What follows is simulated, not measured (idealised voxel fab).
Process module name: voxel fin reveal
In the cross-section labelled cut, the width is 205 nm and each square cell is 5 nm.
Bands, listed from the top down, are how a cross-section gets written in this document; the cross-section itself is a grid of square cells, and a band is one or more rows of them. The band entry comprises the height of the band's top followed by the height of its bottom, expressed in nm, and subsequently the band's materials from left to right, each stated together with its width in nm. Where a single material is marked with the word "full width", that material fills the band from edge to edge. The word "blank" represents empty space. Below 0: as-received wafer, all one material; heights counted from there. Lowest band: no bottom, goes on down, written "0 -> down". Width "30->40": first value at the band's top row of cells, second value at its bottom row, equal change from row to row. "remained the same" for a step: no cell of the cross-section changed in that step. What "Catalogued sealed voids" gives you is every empty space of 8 cells or more that is cut off from the top. Each appears as width x height at distance, with the distance taken from the left edge and width, height and distance all in nm. Text after the settings on a step's line: the simulator's own remark on that step. overlay nm: right-of-plan distance of the mask on a masked step; negative values mean left-of-plan.

[The process steps that were planned are listed below]
step 1: RECEIVE, material Si
step 2: CONFORMAL_DEP, material SiN, thk nm 5
step 3: DIRECTIONAL_DEP, material aC, thk nm 10
step 4: PATTERN, tone cover, mask id FINS, material resist, width nm 15, pitch nm 45, thk nm 30, overlay nm 0
step 5: DIRECTIONAL_ETCH, etch materials aC, depth nm 10
step 6: STRIP, etch materials resist
step 7: DIRECTIONAL_ETCH, etch materials SiN, depth nm 5
step 8: DIRECTIONAL_ETCH, etch materials Si, depth nm 35
step 9: STRIP, etch materials aC
step 10: FILL_DEP, material SiO2, thk nm 15
step 11: CMP, height nm 5
step 12: SELECTIVE_ETCH, etch materials SiO2, depth nm 15
step 13: STRIP, etch materials SiN
step 14: CONFORMAL_DEP, material HfO2, thk nm 5

[Incoming wafer, cross-sectional view, post step 1]
> 0 -> down = Si full width
> Catalogued sealed voids: none

[Post-module cross-section: identical start and plan to those above, one misstep in execution]
> 5 -> 0 = blank 45 nm; HfO2 25 nm; blank 20 nm; HfO2 25 nm; blank 20 nm; HfO2 25 nm; blank 45 nm
> 0 -> -20 = blank 45 nm; HfO2 5 nm; Si 15 nm; HfO2 5 nm; blank 20 nm; HfO2 5 nm; Si 15 nm; HfO2 5 nm; blank 20 nm; HfO2 5 nm; Si 15 nm; HfO2 5 nm; blank 45 nm
> -20 -> -25 = HfO2 50 nm; Si 15 nm; HfO2 30 nm; Si 15 nm; HfO2 30 nm; Si 15 nm; HfO2 50 nm
> -25 -> -35 = SiO2 50 nm; Si 15 nm; SiO2 30 nm; Si 15 nm; SiO2 30 nm; Si 15 nm; SiO2 50 nm
> -35 -> down = Si full width
> Catalogued sealed voids: none
Against the plan, the run slipped here: step 12, plan: ran twice
